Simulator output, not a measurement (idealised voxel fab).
process module | voxel ribs on slabs
cross-section cut | 265 nm wide | cells 5 nm
A cross-section is a grid of square cells, given in bands from the top down. A band is one or more rows of cells.
Each band's line starts with the height of the band's top and of its bottom, in nm. Then come its materials from left to right, each with its width in nm. One material with "throughout" fills the band from edge to edge. "air" is empty space.
Height 0 is the level under which the wafer as received is all one material. The lowest band goes on downwards, as in "0 down".
A width such as "30 to 40" changes by the same amount from each row of cells to the next, from the band's top row to its bottom row.
"no change" after a step means that no cell of the cross-section changed.
closed voids: empty space of 8 cells or more with no open way to the top, each as width x height at its distance from the left edge, in nm
after a step's settings: what the simulator itself notes on the step
overlay nm, on a step with a mask: how far to the right of its planned place the mask lay; to the left if negative
plan
1 op RECEIVE | material Si
2 op DIRECTIONAL_DEP | material SiO2 | thk nm 20
3 op DIRECTIONAL_DEP | material SiN | thk nm 25
4 op DIRECTIONAL_DEP | material aC | thk nm 10
5 op PATTERN | tone cover | mask id RIB | material resist | width nm 25 | thk nm 25 | overlay nm 0
6 op DIRECTIONAL_ETCH | etch materials aC | depth nm 10
7 op STRIP | etch materials resist
8 op DIRECTIONAL_ETCH | etch materials SiN | depth nm 20
9 op STRIP | etch materials aC
10 op MASKED_ETCH | tone cover | mask id SLAB | width nm 75 | etch materials SiN | depth nm 5 | overlay nm 0
11 op FILL_DEP | material SiO2 | thk nm 15
12 op CMP | height nm 55
13 op DIRECTIONAL_DEP | material TiN | thk nm 5
14 op MASKED_ETCH | tone cover | mask id HEATER | width nm 35 | etch materials TiN | depth nm 5 | overlay nm 0
15 op CONFORMAL_DEP | material SiO2 | thk nm 5
first wafer, as planned
as received, after step 1
  0 down: Si throughout
  closed voids: none
after step 2
  20 to 0: SiO2 throughout
  below 0: unchanged
after step 3
  45 to 20: SiN throughout
  below 20: unchanged
after step 4
  55 to 45: aC throughout
  below 45: unchanged
after step 5
  80 to 55: air 120 | resist 25 | air 120
  below 55: unchanged
after step 6
  70 to 55: air 120 | resist 25 | air 120
  55 to 45: air 120 | aC 25 | air 120
  below 45: unchanged
after step 7
  55 to 45: air 120 | aC 25 | air 120
  below 45: unchanged
after step 8
  55 to 45: air 120 | aC 25 | air 120
  45 to 25: air 120 | SiN 25 | air 120
  below 25: unchanged
after step 9
  45 to 25: air 120 | SiN 25 | air 120
  below 25: unchanged
after step 10
  45 to 25: air 120 | SiN 25 | air 120
  25 to 20: air 95 | SiN 75 | air 95
  below 20: unchanged
after step 11
  60 to 45: SiO2 throughout
  45 to 25: SiO2 120 | SiN 25 | SiO2 120
  25 to 20: SiO2 95 | SiN 75 | SiO2 95
  below 20: unchanged
after step 12
  55 to 45: SiO2 throughout
  below 45: unchanged
after step 13
  60 to 55: TiN throughout
  below 55: unchanged
after step 14
  60 to 55: air 115 | TiN 35 | air 115
  below 55: unchanged
after step 15
  65 to 60: air 110 | SiO2 45 | air 110
  60 to 55: SiO2 115 | TiN 35 | SiO2 115
  below 55: unchanged
second wafer: like start, like plan, one mistake. Through step 14 it matches the first wafer
when step 15 should have ended
  75 to 70: air 100 | SiO2 65 | air 100
  70 to 60: SiO2 throughout
  60 to 55: SiO2 115 | TiN 35 | SiO2 115
  below 55: unchanged
what went wrong: step 15 ran as: op CONFORMAL_DEP | material SiO2 | thk nm 15
at the end the second wafer has, in cells: 110 more of SiO2
